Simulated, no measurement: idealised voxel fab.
process module | voxel self aligned contacts
cross-section cut | 290 nm wide | cells 5 nm
A cross-section is a grid of square cells, given in bands from the top down. A band is one or more rows of cells.
Each band's line starts with the height of the band's top and of its bottom, in nm. Then come its materials from left to right, each with its width in nm. One material with "throughout" fills the band from edge to edge. "air" is empty space.
Height 0 is the level under which the wafer as received is all one material. The lowest band goes on downwards, as in "0 down".
A width such as "30 to 40" changes by the same amount from each row of cells to the next, from the band's top row to its bottom row.
"no change" after a step means that no cell of the cross-section changed.
closed voids: empty space of 8 cells or more with no open way to the top, each as width x height at its distance from the left edge, in nm
after a step's settings: what the simulator itself notes on the step
overlay nm, on a step with a mask: how far to the right of its planned place the mask lay; to the left if negative
Each pair below shows a cross-section before one step and the cross-section after it, down to the lowest band that changed. The line under each pair gives the step between them, with its settings. The pairs can come from different runs of this module on the same starting wafer, so a pair continues from the pair above only where its "before" says so.
before
  60 to 50: air 50 | aC 30 | air 50 | aC 30 | air 50 | aC 30 | air 50
  50 to 30: air 50 | SiN 30 | air 50 | SiN 30 | air 50 | SiN 30 | air 50
  30 to 5: polySi throughout
  5 to 0: SiO2 throughout
  0 down: Si throughout
  closed voids: none
after
  60 to 50: air 50 | aC 30 | air 50 | aC 30 | air 50 | aC 30 | air 50
  50 to 30: air 50 | SiN 30 | air 50 | SiN 30 | air 50 | SiN 30 | air 50
  30 to 5: air 50 | polySi 30 | air 50 | polySi 30 | air 50 | polySi 30 | air 50
  below 5: unchanged
  closed voids: none
the step between: op DIRECTIONAL_ETCH | etch materials polySi | depth nm 25
before: the cross-section after the pair above
after
  50 to 30: air 50 | SiN 30 | air 50 | SiN 30 | air 50 | SiN 30 | air 50
  below 30: unchanged
  closed voids: none
the step between: op STRIP | etch materials aC
before: the cross-section after the pair above
after
  60 to 30: air 40 | SiN 50 | air 30 | SiN 50 | air 30 | SiN 50 | air 40
  30 to 15: air 40 | SiN 10 | polySi 30 | SiN 10 | air 30 | SiN 10 | polySi 30 | SiN 10 | air 30 | SiN 10 | polySi 30 | SiN 10 | air 40
  15 to 5: SiN 50 | polySi 30 | SiN 50 | polySi 30 | SiN 50 | polySi 30 | SiN 50
  below 5: unchanged
  closed voids: none
the step between: op CONFORMAL_DEP | material SiN | thk nm 10
before: the cross-section after the pair above
after
  50 to 30: air 40 | SiN 50 | air 30 | SiN 50 | air 30 | SiN 50 | air 40
  30 to 5: air 40 | SiN 10 | polySi 30 | SiN 10 | air 30 | SiN 10 | polySi 30 | SiN 10 | air 30 | SiN 10 | polySi 30 | SiN 10 | air 40
  below 5: unchanged
  closed voids: none
the step between: op DIRECTIONAL_ETCH | etch materials SiN | depth nm 10
before: the cross-section after the pair above
after
  65 to 50: SiO2 throughout
  50 to 30: SiO2 40 | SiN 50 | SiO2 30 | SiN 50 | SiO2 30 | SiN 50 | SiO2 40
  30 to 5: SiO2 40 | SiN 10 | polySi 30 | SiN 10 | SiO2 30 | SiN 10 | polySi 30 | SiN 10 | SiO2 30 | SiN 10 | polySi 30 | SiN 10 | SiO2 40
  below 5: unchanged
  closed voids: none
the step between: op FILL_DEP | material SiO2 | thk nm 15
before: the cross-section after the pair above
after
  55 to 50: SiO2 throughout
  below 50: unchanged
  closed voids: none
the step between: op CMP | height nm 55
before: the cross-section after the pair above
after
  55 to 50: SiO2 70 | air 65 | SiO2 15 | air 65 | SiO2 75
  50 to 30: SiO2 40 | SiN 50 | air 30 | SiN 50 | air 30 | SiN 50 | SiO2 40
  30 to 5: SiO2 40 | SiN 10 | polySi 30 | SiN 10 | air 30 | SiN 10 | polySi 30 | SiN 10 | air 30 | SiN 10 | polySi 30 | SiN 10 | SiO2 40
  5 to 0: SiO2 90 | air 30 | SiO2 50 | air 30 | SiO2 90
  below 0: unchanged
  closed voids: none
the step between: op MASKED_ETCH | tone open | mask id CONTACT | width nm 65 | pitch nm 80 | etch materials SiO2 | depth nm 55 | overlay nm 0
before: the cross-section after the pair above
after
  60 to 55: TiN 75 | air 55 | TiN 25 | air 55 | TiN 80
  55 to 50: SiO2 70 | TiN 25 | air 20 | TiN 20 | SiO2 15 | TiN 25 | air 20 | TiN 20 | SiO2 75
  50 to 30: SiO2 40 | SiN 50 | TiN 5 | air 20 | TiN 5 | SiN 50 | TiN 5 | air 20 | TiN 5 | SiN 50 | SiO2 40
  30 to 5: SiO2 40 | SiN 10 | polySi 30 | SiN 10 | TiN 5 | air 20 | TiN 5 | SiN 10 | polySi 30 | SiN 10 | TiN 5 | air 20 | TiN 5 | SiN 10 | polySi 30 | SiN 10 | SiO2 40
  5 to 0: SiO2 90 | TiN 30 | SiO2 50 | TiN 30 | SiO2 90
  below 0: unchanged
  closed voids: none
the step between: op CONFORMAL_DEP | material TiN | thk nm 5
before: the cross-section after the pair above
after
  65 to 60: W throughout
  60 to 55: TiN 75 | W 55 | TiN 25 | W 55 | TiN 80
  55 to 50: SiO2 70 | TiN 25 | W 20 | TiN 20 | SiO2 15 | TiN 25 | W 20 | TiN 20 | SiO2 75
  50 to 30: SiO2 40 | SiN 50 | TiN 5 | W 20 | TiN 5 | SiN 50 | TiN 5 | W 20 | TiN 5 | SiN 50 | SiO2 40
  30 to 5: SiO2 40 | SiN 10 | polySi 30 | SiN 10 | TiN 5 | W 20 | TiN 5 | SiN 10 | polySi 30 | SiN 10 | TiN 5 | W 20 | TiN 5 | SiN 10 | polySi 30 | SiN 10 | SiO2 40
  below 5: unchanged
  closed voids: none
the step between: op FILL_DEP | material W | thk nm 5
before: the cross-section after the pair above
after
  55 to 50: SiO2 70 | TiN 25 | W 20 | TiN 20 | SiO2 15 | TiN 25 | W 20 | TiN 20 | SiO2 75
  below 50: unchanged
  closed voids: none
the step between: op CMP | height nm 55
before: the cross-section after the pair above
after
  60 to 55: SiN throughout
  below 55: unchanged
  closed voids: none
the step between: op CONFORMAL_DEP | material SiN | thk nm 5
before
  55 to 50: SiO2 throughout
  50 to 30: SiO2 35 | SiN 55 | SiO2 25 | SiN 55 | SiO2 25 | SiN 55 | SiO2 40
  30 to 5: SiO2 35 | SiN 10 | polySi 35 | SiN 10 | SiO2 25 | SiN 10 | polySi 35 | SiN 10 | SiO2 25 | SiN 10 | polySi 35 | SiN 10 | SiO2 40
  5 to 0: SiO2 throughout
  0 down: Si throughout
  closed voids: none
after
  55 to 50: SiO2 80 | air 65 | SiO2 15 | air 65 | SiO2 65
  50 to 30: SiO2 35 | SiN 55 | air 25 | SiN 55 | air 25 | SiN 55 | SiO2 40
  30 to 5: SiO2 35 | SiN 10 | polySi 35 | SiN 10 | air 25 | SiN 10 | polySi 35 | SiN 10 | air 25 | SiN 10 | polySi 35 | SiN 10 | SiO2 40
  5 to 0: SiO2 90 | air 25 | SiO2 55 | air 25 | SiO2 95
  below 0: unchanged
  closed voids: none
the step between: op MASKED_ETCH | tone open | mask id CONTACT | width nm 65 | pitch nm 80 | etch materials SiO2 | depth nm 55 | overlay nm 10
before: the cross-section after the pair above
after
  60 to 55: TiN 85 | air 55 | TiN 25 | air 55 | TiN 70
  55 to 50: SiO2 80 | TiN 15 | air 15 | TiN 35 | SiO2 15 | TiN 15 | air 15 | TiN 35 | SiO2 65
  50 to 30: SiO2 35 | SiN 55 | TiN 5 | air 15 | TiN 5 | SiN 55 | TiN 5 | air 15 | TiN 5 | SiN 55 | SiO2 40
  30 to 5: SiO2 35 | SiN 10 | polySi 35 | SiN 10 | TiN 5 | air 15 | TiN 5 | SiN 10 | polySi 35 | SiN 10 | TiN 5 | air 15 | TiN 5 | SiN 10 | polySi 35 | SiN 10 | SiO2 40
  5 to 0: SiO2 90 | TiN 25 | SiO2 55 | TiN 25 | SiO2 95
  below 0: unchanged
  closed voids: none
the step between: op CONFORMAL_DEP | material TiN | thk nm 5
before: the cross-section after the pair above
after
  65 to 60: W throughout
  60 to 55: TiN 85 | W 55 | TiN 25 | W 55 | TiN 70
  55 to 50: SiO2 80 | TiN 15 | W 15 | TiN 35 | SiO2 15 | TiN 15 | W 15 | TiN 35 | SiO2 65
  50 to 30: SiO2 35 | SiN 55 | TiN 5 | W 15 | TiN 5 | SiN 55 | TiN 5 | W 15 | TiN 5 | SiN 55 | SiO2 40
  30 to 5: SiO2 35 | SiN 10 | polySi 35 | SiN 10 | TiN 5 | W 15 | TiN 5 | SiN 10 | polySi 35 | SiN 10 | TiN 5 | W 15 | TiN 5 | SiN 10 | polySi 35 | SiN 10 | SiO2 40
  below 5: unchanged
  closed voids: none
the step between: op FILL_DEP | material W | thk nm 5
before: the cross-section after the pair above
after
  55 to 50: SiO2 80 | TiN 15 | W 15 | TiN 35 | SiO2 15 | TiN 15 | W 15 | TiN 35 | SiO2 65
  below 50: unchanged
  closed voids: none
the step between: op CMP | height nm 55
before: the cross-section after the pair above
after
  60 to 55: SiN throughout
  below 55: unchanged
  closed voids: none
the step between: op CONFORMAL_DEP | material SiN | thk nm 5
before
  50 to 30: air 45 | SiN 35 | air 45 | SiN 35 | air 45 | SiN 35 | air 50
  30 to 5: air 45 | polySi 35 | air 45 | polySi 35 | air 45 | polySi 35 | air 50
  5 to 0: SiO2 throughout
  0 down: Si throughout
  closed voids: none
after
  60 to 50: air 35 | SiO2 55 | air 25 | SiO2 55 | air 25 | SiO2 55 | air 40
  50 to 30: air 35 | SiO2 10 | SiN 35 | SiO2 10 | air 25 | SiO2 10 | SiN 35 | SiO2 10 | air 25 | SiO2 10 | SiN 35 | SiO2 10 | air 40
  30 to 15: air 35 | SiO2 10 | polySi 35 | SiO2 10 | air 25 | SiO2 10 | polySi 35 | SiO2 10 | air 25 | SiO2 10 | polySi 35 | SiO2 10 | air 40
  15 to 5: SiO2 45 | polySi 35 | SiO2 45 | polySi 35 | SiO2 45 | polySi 35 | SiO2 50
  below 5: unchanged
  closed voids: none
the step between: op CONFORMAL_DEP | material SiO2 | thk nm 10
before: the cross-section after the pair above
after
  75 to 50: SiO2 throughout
  50 to 30: SiO2 45 | SiN 35 | SiO2 45 | SiN 35 | SiO2 45 | SiN 35 | SiO2 50
  30 to 5: SiO2 45 | polySi 35 | SiO2 45 | polySi 35 | SiO2 45 | polySi 35 | SiO2 50
  below 5: unchanged
  closed voids: none
the step between: op FILL_DEP | material SiO2 | thk nm 15
before: the cross-section after the pair above
after
  55 to 50: SiO2 throughout
  below 50: unchanged
  closed voids: none
the step between: op CMP | height nm 55
before: the cross-section after the pair above
after
  55 to 50: SiO2 70 | air 65 | SiO2 15 | air 65 | SiO2 75
  50 to 30: SiO2 45 | SiN 35 | air 45 | SiN 35 | air 45 | SiN 35 | SiO2 50
  30 to 5: SiO2 45 | polySi 35 | air 45 | polySi 35 | air 45 | polySi 35 | SiO2 50
  5 to 0: SiO2 80 | air 45 | SiO2 35 | air 45 | SiO2 85
  below 0: unchanged
  closed voids: none
the step between: op MASKED_ETCH | tone open | mask id CONTACT | width nm 65 | pitch nm 80 | etch materials SiO2 | depth nm 55 | overlay nm 0
before: the cross-section after the pair above
after
  60 to 55: TiN 75 | air 55 | TiN 25 | air 55 | TiN 80
  55 to 50: SiO2 70 | TiN 15 | air 35 | TiN 15 | SiO2 15 | TiN 15 | air 35 | TiN 15 | SiO2 75
  50 to 30: SiO2 45 | SiN 35 | TiN 5 | air 35 | TiN 5 | SiN 35 | TiN 5 | air 35 | TiN 5 | SiN 35 | SiO2 50
  30 to 5: SiO2 45 | polySi 35 | TiN 5 | air 35 | TiN 5 | polySi 35 | TiN 5 | air 35 | TiN 5 | polySi 35 | SiO2 50
  5 to 0: SiO2 80 | TiN 45 | SiO2 35 | TiN 45 | SiO2 85
  below 0: unchanged
  closed voids: none
the step between: op CONFORMAL_DEP | material TiN | thk nm 5
before: the cross-section after the pair above
after
  65 to 60: W throughout
  60 to 55: TiN 75 | W 55 | TiN 25 | W 55 | TiN 80
  55 to 50: SiO2 70 | TiN 15 | W 35 | TiN 15 | SiO2 15 | TiN 15 | W 35 | TiN 15 | SiO2 75
  50 to 30: SiO2 45 | SiN 35 | TiN 5 | W 35 | TiN 5 | SiN 35 | TiN 5 | W 35 | TiN 5 | SiN 35 | SiO2 50
  30 to 5: SiO2 45 | polySi 35 | TiN 5 | W 35 | TiN 5 | polySi 35 | TiN 5 | W 35 | TiN 5 | polySi 35 | SiO2 50
  below 5: unchanged
  closed voids: none
the step between: op FILL_DEP | material W | thk nm 5
before: the cross-section after the pair above
after
  55 to 50: SiO2 70 | TiN 15 | W 35 | TiN 15 | SiO2 15 | TiN 15 | W 35 | TiN 15 | SiO2 75
  below 50: unchanged
  closed voids: none
the step between: op CMP | height nm 55
before: the cross-section after the pair above
after
  60 to 55: SiN throughout
  below 55: unchanged
  closed voids: none
the step between: op CONFORMAL_DEP | material SiN | thk nm 5
before
  60 to 50: aC throughout
  50 to 30: SiN throughout
  30 to 5: polySi throughout
  5 to 0: SiO2 throughout
  0 down: Si throughout
  closed voids: none
after
  85 to 60: resist 45 | air 35 | resist 45 | air 35 | resist 45 | air 35 | resist 50
  below 60: unchanged
  closed voids: none
the step between: op PATTERN | tone open | mask id GATE | material resist | width nm 35 | pitch nm 80 | thk nm 25 | overlay nm 0
before: the cross-section after the pair above
after
  75 to 60: resist 45 | air 35 | resist 45 | air 35 | resist 45 | air 35 | resist 50
  60 to 50: aC 45 | air 35 | aC 45 | air 35 | aC 45 | air 35 | aC 50
  below 50: unchanged
  closed voids: none
the step between: op DIRECTIONAL_ETCH | etch materials aC | depth nm 10
before: the cross-section after the pair above
after
  60 to 50: aC 45 | air 35 | aC 45 | air 35 | aC 45 | air 35 | aC 50
  below 50: unchanged
  closed voids: none
the step between: op STRIP | etch materials resist
before: the cross-section after the pair above
after
  60 to 50: aC 45 | air 35 | aC 45 | air 35 | aC 45 | air 35 | aC 50
  50 to 30: SiN 45 | air 35 | SiN 45 | air 35 | SiN 45 | air 35 | SiN 50
  below 30: unchanged
  closed voids: none
the step between: op DIRECTIONAL_ETCH | etch materials SiN | depth nm 20
before: the cross-section after the pair above
after
  60 to 50: aC 45 | air 35 | aC 45 | air 35 | aC 45 | air 35 | aC 50
  50 to 30: SiN 45 | air 35 | SiN 45 | air 35 | SiN 45 | air 35 | SiN 50
  30 to 5: polySi 45 | air 35 | polySi 45 | air 35 | polySi 45 | air 35 | polySi 50
  below 5: unchanged
  closed voids: none
the step between: op DIRECTIONAL_ETCH | etch materials polySi | depth nm 25
before: the cross-section after the pair above
after
  50 to 30: SiN 45 | air 35 | SiN 45 | air 35 | SiN 45 | air 35 | SiN 50
  below 30: unchanged
  closed voids: none
the step between: op STRIP | etch materials aC
before: the cross-section after the pair above
after
  60 to 30: SiN 55 | air 15 | SiN 65 | air 15 | SiN 65 | air 15 | SiN 60
  30 to 15: polySi 45 | SiN 10 | air 15 | SiN 10 | polySi 45 | SiN 10 | air 15 | SiN 10 | polySi 45 | SiN 10 | air 15 | SiN 10 | polySi 50
  15 to 5: polySi 45 | SiN 35 | polySi 45 | SiN 35 | polySi 45 | SiN 35 | polySi 50
  below 5: unchanged
  closed voids: none
the step between: op CONFORMAL_DEP | material SiN | thk nm 10
before: the cross-section after the pair above
after
  50 to 30: SiN 55 | air 15 | SiN 65 | air 15 | SiN 65 | air 15 | SiN 60
  30 to 5: polySi 45 | SiN 10 | air 15 | SiN 10 | polySi 45 | SiN 10 | air 15 | SiN 10 | polySi 45 | SiN 10 | air 15 | SiN 10 | polySi 50
  below 5: unchanged
  closed voids: none
the step between: op DIRECTIONAL_ETCH | etch materials SiN | depth nm 10
before: the cross-section after the pair above
after
  65 to 50: SiO2 throughout
  50 to 30: SiN 55 | SiO2 15 | SiN 65 | SiO2 15 | SiN 65 | SiO2 15 | SiN 60
  30 to 5: polySi 45 | SiN 10 | SiO2 15 | SiN 10 | polySi 45 | SiN 10 | SiO2 15 | SiN 10 | polySi 45 | SiN 10 | SiO2 15 | SiN 10 | polySi 50
  below 5: unchanged
  closed voids: none
the step between: op FILL_DEP | material SiO2 | thk nm 15
before: the cross-section after the pair above
after
  55 to 50: SiO2 throughout
  below 50: unchanged
  closed voids: none
the step between: op CMP | height nm 55
before: the cross-section after the pair above
after
  55 to 50: SiO2 70 | air 65 | SiO2 15 | air 65 | SiO2 75
  below 50: unchanged
  closed voids: none
the step between: op MASKED_ETCH | tone open | mask id CONTACT | width nm 65 | pitch nm 80 | etch materials SiO2 | depth nm 55 | overlay nm 0
before: the cross-section after the pair above
after
  60 to 55: TiN 75 | air 55 | TiN 25 | air 55 | TiN 80
  55 to 50: SiO2 70 | TiN 65 | SiO2 15 | TiN 65 | SiO2 75
  below 50: unchanged
  closed voids: none
the step between: op CONFORMAL_DEP | material TiN | thk nm 5
before: the cross-section after the pair above
after
  65 to 60: W throughout
  60 to 55: TiN 75 | W 55 | TiN 25 | W 55 | TiN 80
  below 55: unchanged
  closed voids: none
the step between: op FILL_DEP | material W | thk nm 5
before: the cross-section after the pair above
after
  55 to 50: SiO2 70 | TiN 65 | SiO2 15 | TiN 65 | SiO2 75
  below 50: unchanged
  closed voids: none
the step between: op CMP | height nm 55
before: the cross-section after the pair above
after
  60 to 55: SiN throughout
  below 55: unchanged
  closed voids: none
the step between: op CONFORMAL_DEP | material SiN | thk nm 5
